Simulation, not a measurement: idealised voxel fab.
The following is a process module called voxel released beams.
Displayed cross-section: cut, width of 275 nm, square cells sized 5 nm.
Cross-section spec: square-cell grid; bands listed top down; each band is one or more rows. First you get the band's top height and its bottom height, in nm, and then the materials it's made of, left to right, with each width in nm. If you see a single material with "all across", that one covers the band edge to edge. "empty" is empty space. Basically, 0 is our baseline, since under it the wafer straight out of the box is all one material. The bottom band has no lower end and keeps on going down, so it looks like "from 0 down". The notation "30 to 40" denotes a width that varies across the rows of cells in the band, beginning at the first number in the top row, finishing at the second number in the bottom row, and changing by an identical amount from each row to the next. For the purposes of this document, the phrase "left unchanged" attached to a step denotes that no cell within the cross-section was modified by that step. "Encapsulated voids" specifies each empty space that is not open to the top and that occupies no fewer than 8 cells, using the form width x height at distance, the distance measured from the left edge and all three quantities in nm. On each step's line, the part that comes after the settings is the simulator's own comment on the step. Steps that use a mask can have "overlay nm" on their line. It says how far the mask sat to the right of where it was meant to be. Negative means to the left.

Below is the list of planned process steps:
| 1 | RECEIVE with material Si |
| 2 | CONFORMAL_DEP with material SiN, thk nm 5 |
| 3 | DIRECTIONAL_DEP with material SiO2, thk nm 20 |
| 4 | MASKED_ETCH with tone open, mask id ANCHOR, width nm 35, etch materials SiO2, depth nm 20, overlay nm 0 |
| 5 | CONFORMAL_DEP with material TiN, thk nm 10 |
| 6 | MASKED_ETCH with tone cover, mask id BEAM, width nm 85, etch materials TiN, depth nm 10, overlay nm 0 |
| 7 | STRIP with etch materials SiO2 |

Cross-section, incoming material, after step 1:
from 0 down | Si all across
Encapsulated voids: none

Here's the wafer cut in cross-section after the module, started and planned just like above, except one thing was done wrong in the run:
from 35 to 25 | 100 empty / 5 TiN / 15 empty / 65 TiN / 90 empty
from 25 to 15 | 95 empty / 10 TiN / 15 empty / 10 TiN / 145 empty
from 15 to 5 | 95 empty / 35 TiN / 145 empty
from 5 to 0 | SiN all across
from 0 down | Si all across
Encapsulated voids: none
What was the processing mistake? step 6 did not use the planned setting and instead ran as MASKED_ETCH with tone cover, mask id BEAM, width nm 85, etch materials TiN, depth nm 10, overlay nm 10
